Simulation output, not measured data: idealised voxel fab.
Documented hereafter: the process module known as voxel wiring stack.
Displayed cross-section: cut, width of 165 nm, square cells sized 5 nm.
Heads up, the way a cross-section reads in here is a grid of square cells, handed over as bands from the top down, with every band being one or more rows of cells.
Within each band entry, the heights of the top and of the bottom of the band appear first, in that order and in nm; the materials of the band then follow from left to right, each with its corresponding width in nm. The designation "all across" on a single material indicates that it fills the band from edge to edge; the designation "empty" indicates empty space.
Height is counted from the level 0, under which the received wafer is composed throughout of one material. The lowest of the bands is not closed at the bottom but continues downward, in the notation "0 nm and below".
With a width like "30..40", each row of cells in the band differs from the next by the same amount, the top row carrying the first number and the bottom row the second.
The designation "no modification", where it is given for a processing step, indicates that no cell of the cross-section was altered in the course of that step.
The entry titled "Closed void entries" provides the empty spaces that have no open way to the top, restricted to those of 8 cells or more. Each is presented as width x height at distance, the distance being measured from the left edge, with all three in nm.
On each step's line, the part that comes after the settings is the simulator's own comment on the step.
"overlay nm", when on a step's line for a step with a mask, measures how far to the right of its planned place the mask lay; a negative measure means to the left.

The process steps that were planned are listed below
1 RECEIVE, material Si
2 CONFORMAL_DEP, material SiO2, thk nm 10
3 CONFORMAL_DEP, material SiCN, thk nm 5
4 DIRECTIONAL_DEP, material lowk, thk nm 25
5 PATTERN, tone open, mask id METAL_1, material resist, width nm 20, pitch nm 45, thk nm 20, overlay nm 0
6 DIRECTIONAL_ETCH, etch materials lowk, depth nm 25
7 DIRECTIONAL_ETCH, etch materials SiCN, depth nm 5
8 STRIP, etch materials resist
9 CONFORMAL_DEP, material TiN, thk nm 5
10 FILL_DEP, material Ru, thk nm 5
11 CMP, height nm 40
12 EPI, material Ru, thk nm 5
13 FILL_DEP, material SiCN, thk nm 5
14 DIRECTIONAL_DEP, material SiO2, thk nm 35
15 MASKED_ETCH, tone open, mask id METAL_2_HOLES, width nm 15, pitch nm 45, etch materials SiO2, depth nm 35, overlay nm 0
16 MASKED_ETCH, tone open, mask id METAL_2, width nm 20, pitch nm 45, etch materials SiO2, depth nm 20, overlay nm -15
17 MASKED_ETCH, tone open, mask id METAL_2, width nm 20, pitch nm 45, etch materials SiCN, depth nm 5, overlay nm 0
18 CONFORMAL_DEP, material TiN, thk nm 5
19 FILL_DEP, material Cu, thk nm 10
20 CMP, height nm 85
21 CONFORMAL_DEP, material SiN, thk nm 5
Quick note for whoever runs this: the wafers start identical, but the overlay nm at step 16 isn't the same across them. The plan just shows what the first wafer had.

Step 1 complete: as-received cross-section of the first of several wafers
> 0 nm and below  Si all across
> Closed void entries: none

Cross-section after step 21, the final step of the module, for the first of several wafers
> 90 nm to 85 nm  SiN all across
> 85 nm to 70 nm  35 of SiO2  5 of TiN  20 of Cu  5 of TiN  15 of SiO2  5 of TiN  20 of Cu  5 of TiN  55 of SiO2
> 70 nm to 65 nm  35 of SiO2  20 of TiN  5 of Cu  5 of TiN  15 of SiO2  20 of TiN  5 of Cu  5 of TiN  55 of SiO2
> 65 nm to 50 nm  50 of SiO2  5 of TiN  5 of Cu  5 of TiN  30 of SiO2  5 of TiN  5 of Cu  5 of TiN  55 of SiO2
> 50 nm to 45 nm  50 of SiCN  15 of TiN  30 of SiCN  15 of TiN  55 of SiCN
> 45 nm to 40 nm  45 of SiCN  30 of Ru  15 of SiCN  30 of Ru  45 of SiCN
> 40 nm to 15 nm  50 of lowk  5 of TiN  10 of Ru  5 of TiN  25 of lowk  5 of TiN  10 of Ru  5 of TiN  50 of lowk
> 15 nm to 10 nm  50 of SiCN  20 of TiN  25 of SiCN  20 of TiN  50 of SiCN
> 10 nm to 0 nm  SiO2 all across
> 0 nm and below  Si all across
> Closed void entries: none

X-section, last wafer, module end
> 90 nm to 85 nm  SiN all across
> 85 nm to 70 nm  50 of SiO2  5 of TiN  25 of Cu  5 of TiN  10 of SiO2  5 of TiN  25 of Cu  5 of TiN  35 of SiO2
> 70 nm to 65 nm  50 of SiO2  5 of TiN  5 of Cu  25 of TiN  10 of SiO2  5 of TiN  5 of Cu  25 of TiN  35 of SiO2
> 65 nm to 50 nm  50 of SiO2  5 of TiN  5 of Cu  5 of TiN  30 of SiO2  5 of TiN  5 of Cu  5 of TiN  55 of SiO2
> 50 nm to 45 nm  50 of SiCN  15 of TiN  30 of SiCN  15 of TiN  55 of SiCN
> 45 nm to 40 nm  45 of SiCN  30 of Ru  15 of SiCN  30 of Ru  45 of SiCN
> 40 nm to 15 nm  50 of lowk  5 of TiN  10 of Ru  5 of TiN  25 of lowk  5 of TiN  10 of Ru  5 of TiN  50 of lowk
> 15 nm to 10 nm  50 of SiCN  20 of TiN  25 of SiCN  20 of TiN  50 of SiCN
> 10 nm to 0 nm  SiO2 all across
> 0 nm and below  Si all across
> Closed void entries: none

Below, a row for every wafer. Read it as the end-of-module picture: for each material the wafer shows its cells gained (+) or lost (-) since it was received, and then its closed voids
overlay nm -15; +32 Cu; +32 Ru; +73 SiCN; +33 SiN; +231 SiO2; +68 TiN; +125 lowk; Closed void entries: none
overlay nm -10; +26 Cu; +32 Ru; +73 SiCN; +33 SiN; +239 SiO2; +66 TiN; +125 lowk; Closed void entries: none
overlay nm -5; +20 Cu; +32 Ru; +73 SiCN; +33 SiN; +247 SiO2; +64 TiN; +125 lowk; Closed void entries: none
overlay nm 0; +20 Cu; +32 Ru; +73 SiCN; +33 SiN; +247 SiO2; +64 TiN; +125 lowk; Closed void entries: none
overlay nm 5; +26 Cu; +32 Ru; +73 SiCN; +33 SiN; +239 SiO2; +66 TiN; +125 lowk; Closed void entries: none
overlay nm 10; +32 Cu; +32 Ru; +73 SiCN; +33 SiN; +231 SiO2; +68 TiN; +125 lowk; Closed void entries: none
overlay nm 15; +38 Cu; +32 Ru; +73 SiCN; +33 SiN; +223 SiO2; +70 TiN; +125 lowk; Closed void entries: none
